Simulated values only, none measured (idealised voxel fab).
The following process module bears the name voxel gate over fins.
The cross-section on display is named cut; it measures 150 nm wide, and its cells are 5 nm squares.
Format of a cross-section: grid, square cells. Given as bands. Order: top down. Band: one or more rows of cells. In this notation a band is specified by the heights of its top and bottom, in that order and in nm, after which its materials appear from left to right, each paired with its width in nm. The word "all across" attached to a single material means that material fills the band from edge to edge; the word "air" stands for empty space. Height datum 0, below which the as-received substrate wafer is one material. Lowest band open at the bottom, running downward: "0 and below". A width such as "30 to 40" changes by the same amount from each row of cells to the next, from the band's top row to its bottom row. You'll sometimes find "no modification" written for a step, and that's the way of saying that nowhere in the cross-section did a cell change during that step. So "Closed voids list" is basically the list of trapped voids: any empty space of 8 cells or more that can't reach the top through an opening. They're written width x height at distance, the distance being from the left edge, and it's all nm. Formally, on a step line, whatever follows the settings is a remark that the simulator itself makes on the step. overlay nm: for a step with a mask, the amount by which the mask lay right of where it was planned; a negative amount means left of it.

# Listed below are the process steps as planned
1 RECEIVE with material Si
2 CONFORMAL_DEP with material SiN, thk nm 10
3 DIRECTIONAL_DEP with material aC, thk nm 10
4 PATTERN with tone cover, mask id FINS, material resist, width nm 15, pitch nm 35, thk nm 25, overlay nm 0
5 DIRECTIONAL_ETCH with etch materials aC, depth nm 10
6 STRIP with etch materials resist
7 DIRECTIONAL_ETCH with etch materials SiN, depth nm 10
8 DIRECTIONAL_ETCH with etch materials Si, depth nm 35
9 STRIP with etch materials aC
10 FILL_DEP with material SiO2, thk nm 10
11 CMP with height nm 10
12 SELECTIVE_ETCH with etch materials SiO2, depth nm 20
13 STRIP with etch materials SiN
14 CONFORMAL_DEP with material HfO2, thk nm 5
15 CONFORMAL_DEP with material TiN, thk nm 5
16 FILL_DEP with material W, thk nm 15
17 CMP with height nm 20
18 CONFORMAL_DEP with material SiCN, thk nm 5

# Incoming wafer in cross-section (state: after step 1)
    0 and below  Si all across
    Closed voids list: none

# Post-module cross-section: identical start and plan to those above, one misstep in execution
    25 down to 20  SiCN all across
    20 down to 10  W all across
    10 down to 5  W=5 | HfO2=140 | W=5
    5 down to 0  W=5 | HfO2=5 | TiN=25 | HfO2=10 | TiN=25 | HfO2=10 | TiN=25 | HfO2=10 | TiN=25 | HfO2=5 | W=5
    0 down to -5  HfO2=10 | TiN=5 | Si=15 | TiN=5 | HfO2=10 | TiN=5 | Si=15 | TiN=5 | HfO2=10 | TiN=5 | Si=15 | TiN=5 | HfO2=10 | TiN=5 | Si=15 | TiN=5 | HfO2=10
    -5 down to -10  TiN=15 | Si=15 | TiN=20 | Si=15 | TiN=20 | Si=15 | TiN=20 | Si=15 | TiN=15
    -10 down to -35  SiO2=15 | Si=15 | SiO2=20 | Si=15 | SiO2=20 | Si=15 | SiO2=20 | Si=15 | SiO2=15
    -35 and below  Si all across
    Closed voids list: none
So what did we get wrong on this run? steps 14 and 15 of the plan were run in the wrong order, each in the other's place
